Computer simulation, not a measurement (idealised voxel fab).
Name of the process module below: voxel ribs on slabs
Xsec cut, 255 nm wide, square cell size 5 nm.
Cross-section layout: square cells on a grid; listed as bands, top to bottom; a band spans one or more cell rows.
Heads up on the band format: heights come first, top then bottom, in nm. After that it's the materials left to right, each with its width in nm. A single material flagged "all across" fills the whole band edge to edge, and "blank" means there's empty space there.
Heights are reckoned from 0. Under this level, the received wafer is all of one material. The bottommost band is open-ended downward, for example "0 -> down".
Note: "30 to 40" means the width goes from the first number (top row of the band) to the second number (bottom row) in equal steps per row of cells.
It should be understood that the words "nothing altered", when stated for a given step, signify that the cross-section underwent no change in any of its cells during that step.
"Fully sealed cavities" - sealed voids, min. 8 cells, no opening to top; format: width x height at distance (distance from left edge; nm throughout).
Heads up: the bit after the settings on a step's line is the simulator's remark on that step.
overlay nm: on a step with a mask, how far right of its planned place the mask lay; negative means left.
The following list gives the planned process steps:
1) RECEIVE, material Si
2) DIRECTIONAL_DEP, material SiO2, thk nm 25
3) DIRECTIONAL_DEP, material polySi, thk nm 15
4) MASKED_ETCH, tone cover, mask id RIB, width nm 30, etch materials polySi, depth nm 5, overlay nm 0
5) DIRECTIONAL_DEP, material aC, thk nm 10
6) PATTERN, tone cover, mask id SLAB, material resist, width nm 70, thk nm 30, overlay nm 0
7) DIRECTIONAL_ETCH, etch materials aC, depth nm 10
8) STRIP, etch materials resist
9) DIRECTIONAL_ETCH, etch materials polySi, depth nm 10
10) STRIP, etch materials aC
11) FILL_DEP, material SiO2, thk nm 30
12) CMP, height nm 60
13) DIRECTIONAL_DEP, material TiN, thk nm 10
14) MASKED_ETCH, tone cover, mask id HEATER, width nm 40, etch materials TiN, depth nm 10, overlay nm 0
15) CONFORMAL_DEP, material SiO2, thk nm 5
The first of the two wafers, which ran as planned:
This is the cross-section of the wafer as we received it, i.e. after step 1:
	0 -> down | Si all across
	Fully sealed cavities: none
Cross-section: wafer state after step 2:
	25 -> 0 | SiO2 all across
	Whatever lies below 0 is exactly as it was before.
Cross-section: wafer state after step 3:
	40 -> 25 | polySi all across
	Whatever lies below 25 is exactly as it was before.
Cross-section: wafer state after step 4:
	40 -> 35 | 110 of blank; 30 of polySi; 115 of blank
	Whatever lies below 35 is exactly as it was before.
Cross-section: wafer state after step 5:
	50 -> 45 | 110 of blank; 30 of aC; 115 of blank
	45 -> 40 | aC all across
	40 -> 35 | 110 of aC; 30 of polySi; 115 of aC
	Whatever lies below 35 is exactly as it was before.
Cross-section: wafer state after step 6:
	80 -> 50 | 90 of blank; 70 of resist; 95 of blank
	50 -> 45 | 90 of blank; 20 of resist; 30 of aC; 20 of resist; 95 of blank
	Whatever lies below 45 is exactly as it was before.
Cross-section: wafer state after step 7:
	70 -> 50 | 90 of blank; 70 of resist; 95 of blank
	50 -> 45 | 90 of blank; 20 of resist; 30 of aC; 20 of resist; 95 of blank
	45 -> 40 | 90 of blank; 70 of aC; 95 of blank
	40 -> 35 | 90 of blank; 20 of aC; 30 of polySi; 20 of aC; 95 of blank
	Whatever lies below 35 is exactly as it was before.
Cross-section: wafer state after step 8:
	50 -> 40 | 110 to 90 of blank; 30 to 70 of aC; 115 to 95 of blank
	Whatever lies below 40 is exactly as it was before.
Cross-section: wafer state after step 9:
	50 -> 40 | 110 to 90 of blank; 30 to 70 of aC; 115 to 95 of blank
	40 -> 35 | 90 of blank; 20 of aC; 30 of polySi; 20 of aC; 95 of blank
	35 -> 25 | 90 of blank; 70 of polySi; 95 of blank
	Whatever lies below 25 is exactly as it was before.
Cross-section: wafer state after step 10:
	40 -> 35 | 110 of blank; 30 of polySi; 115 of blank
	Whatever lies below 35 is exactly as it was before.
Cross-section: wafer state after step 11:
	70 -> 40 | SiO2 all across
	40 -> 35 | 110 of SiO2; 30 of polySi; 115 of SiO2
	35 -> 25 | 90 of SiO2; 70 of polySi; 95 of SiO2
	Whatever lies below 25 is exactly as it was before.
Cross-section: wafer state after step 12:
	60 -> 40 | SiO2 all across
	Whatever lies below 40 is exactly as it was before.
Cross-section: wafer state after step 13:
	70 -> 60 | TiN all across
	Whatever lies below 60 is exactly as it was before.
Cross-section: wafer state after step 14:
	70 -> 60 | 105 of blank; 40 of TiN; 110 of blank
	Whatever lies below 60 is exactly as it was before.
Cross-section: wafer state after step 15:
	75 -> 70 | 100 of blank; 50 of SiO2; 105 of blank
	70 -> 65 | 100 of blank; 5 of SiO2; 40 of TiN; 5 of SiO2; 105 of blank
	65 -> 60 | 105 of SiO2; 40 of TiN; 110 of SiO2
	Whatever lies below 60 is exactly as it was before.
Second wafer: same start and same plan as the first, one execution error; identical to the first through step 1:
Second wafer at the planned finish of step 2, seen in cross-section:
	15 -> 0 | SiO2 all across
	Whatever lies below 0 is exactly as it was before.
Second wafer at the planned finish of step 3, seen in cross-section:
	30 -> 15 | polySi all across
	Whatever lies below 15 is exactly as it was before.
Second wafer at the planned finish of step 4, seen in cross-section:
	30 -> 25 | 110 of blank; 30 of polySi; 115 of blank
	Whatever lies below 25 is exactly as it was before.
Second wafer at the planned finish of step 5, seen in cross-section:
	40 -> 35 | 110 of blank; 30 of aC; 115 of blank
	35 -> 30 | aC all across
	30 -> 25 | 110 of aC; 30 of polySi; 115 of aC
	Whatever lies below 25 is exactly as it was before.
Second wafer at the planned finish of step 6, seen in cross-section:
	70 -> 40 | 90 of blank; 70 of resist; 95 of blank
	40 -> 35 | 90 of blank; 20 of resist; 30 of aC; 20 of resist; 95 of blank
	Whatever lies below 35 is exactly as it was before.
Second wafer at the planned finish of step 7, seen in cross-section:
	60 -> 40 | 90 of blank; 70 of resist; 95 of blank
	40 -> 35 | 90 of blank; 20 of resist; 30 of aC; 20 of resist; 95 of blank
	35 -> 30 | 90 of blank; 70 of aC; 95 of blank
	30 -> 25 | 90 of blank; 20 of aC; 30 of polySi; 20 of aC; 95 of blank
	Whatever lies below 25 is exactly as it was before.
Second wafer at the planned finish of step 8, seen in cross-section:
	40 -> 30 | 110 to 90 of blank; 30 to 70 of aC; 115 to 95 of blank
	Whatever lies below 30 is exactly as it was before.
Second wafer at the planned finish of step 9, seen in cross-section:
	40 -> 30 | 110 to 90 of blank; 30 to 70 of aC; 115 to 95 of blank
	30 -> 25 | 90 of blank; 20 of aC; 30 of polySi; 20 of aC; 95 of blank
	25 -> 15 | 90 of blank; 70 of polySi; 95 of blank
	Whatever lies below 15 is exactly as it was before.
Second wafer at the planned finish of step 10, seen in cross-section:
	30 -> 25 | 110 of blank; 30 of polySi; 115 of blank
	Whatever lies below 25 is exactly as it was before.
Second wafer at the planned finish of step 11, seen in cross-section:
	60 -> 30 | SiO2 all across
	30 -> 25 | 110 of SiO2; 30 of polySi; 115 of SiO2
	25 -> 15 | 90 of SiO2; 70 of polySi; 95 of SiO2
	Whatever lies below 15 is exactly as it was before.
Second wafer at the planned finish of step 12, seen in cross-section: nothing altered
Second wafer at the planned finish of step 13, seen in cross-section:
	70 -> 60 | TiN all across
	Whatever lies below 60 is exactly as it was before.
Second wafer at the planned finish of step 14, seen in cross-section:
	70 -> 60 | 105 of blank; 40 of TiN; 110 of blank
	Whatever lies below 60 is exactly as it was before.
Second wafer at the planned finish of step 15, seen in cross-section:
	75 -> 70 | 100 of blank; 50 of SiO2; 105 of blank
	70 -> 65 | 100 of blank; 5 of SiO2; 40 of TiN; 5 of SiO2; 105 of blank
	65 -> 60 | 105 of SiO2; 40 of TiN; 110 of SiO2
	Whatever lies below 60 is exactly as it was before.
what went wrong: so step 2 ended up running with a different setting than we planned, it ran as DIRECTIONAL_DEP, material SiO2, thk nm 15
Upon completion, the cell count for each material on the second wafer equals that on the first, whereas the spatial distribution of those cells differs.
